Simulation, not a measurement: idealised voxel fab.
process module | voxel self aligned contacts
cross-section cut | 215 nm wide | cells 5 nm
A cross-section is a grid of square cells, given in bands from the top down. A band is one or more rows of cells.
Each band's line starts with the height of the band's top and of its bottom, in nm. Then come its materials from left to right, each with its width in nm. One material with "throughout" fills the band from edge to edge. "air" is empty space.
Height 0 is the level under which the wafer as received is all one material. The lowest band goes on downwards, as in "0 down".
A width such as "30 to 40" changes by the same amount from each row of cells to the next, from the band's top row to its bottom row.
"no change" after a step means that no cell of the cross-section changed.
closed voids: empty space of 8 cells or more with no open way to the top, each as width x height at its distance from the left edge, in nm
after a step's settings: what the simulator itself notes on the step
overlay nm, on a step with a mask: how far to the right of its planned place the mask lay; to the left if negative
plan
1 op RECEIVE | material Si
2 op CONFORMAL_DEP | material SiO2 | thk nm 5
3 op DIRECTIONAL_DEP | material polySi | thk nm 20
4 op DIRECTIONAL_DEP | material SiN | thk nm 25
5 op MASKED_ETCH | tone cover | mask id GATE | width nm 25 | pitch nm 65 | etch materials SiN | depth nm 25 | overlay nm 0
6 op MASKED_ETCH | tone cover | mask id GATE | width nm 25 | pitch nm 65 | etch materials polySi | depth nm 20 | overlay nm 0
7 op CONFORMAL_DEP | material SiN | thk nm 10
8 op DIRECTIONAL_ETCH | etch materials SiN | depth nm 10
9 op FILL_DEP | material SiO2 | thk nm 20
10 op CMP | height nm 60
11 op DIRECTIONAL_DEP | material aC | thk nm 15
12 op PATTERN | tone open | mask id CONTACT | material resist | width nm 50 | pitch nm 65 | thk nm 35 | overlay nm 0
13 op DIRECTIONAL_ETCH | etch materials aC | depth nm 15
14 op STRIP | etch materials resist
15 op DIRECTIONAL_ETCH | etch materials SiO2 | depth nm 60
16 op STRIP | etch materials aC
17 op CONFORMAL_DEP | material TiN | thk nm 5
18 op FILL_DEP | material Ru | thk nm 5
19 op CMP | height nm 60
20 op CONFORMAL_DEP | material SiCN | thk nm 5
as received, after step 1
  0 down: Si throughout
  closed voids: none
a wafer at the end: this start, this plan, one mistake
  65 to 60: SiCN throughout
  60 to 50: SiO2 50 | TiN 5 | Ru 40 | TiN 5 | SiO2 15 | TiN 5 | Ru 40 | TiN 5 | SiO2 50
  50 to 45: SiO2 50 | TiN 20 | Ru 10 | TiN 20 | SiO2 15 | TiN 20 | Ru 10 | TiN 20 | SiO2 50
  45 to 20: SiO2 20 | SiN 45 | TiN 5 | Ru 10 | TiN 5 | SiN 45 | TiN 5 | Ru 10 | TiN 5 | SiN 45 | SiO2 20
  20 to 5: SiO2 20 | SiN 10 | polySi 25 | SiN 10 | TiN 5 | Ru 10 | TiN 5 | SiN 10 | polySi 25 | SiN 10 | TiN 5 | Ru 10 | TiN 5 | SiN 10 | polySi 25 | SiN 10 | SiO2 20
  5 to 0: SiO2 20 | SiN 10 | polySi 25 | SiN 10 | TiN 20 | SiN 10 | polySi 25 | SiN 10 | TiN 20 | SiN 10 | polySi 25 | SiN 10 | SiO2 20
  0 down: Si throughout
  closed voids: none
what went wrong: step 2 was left out
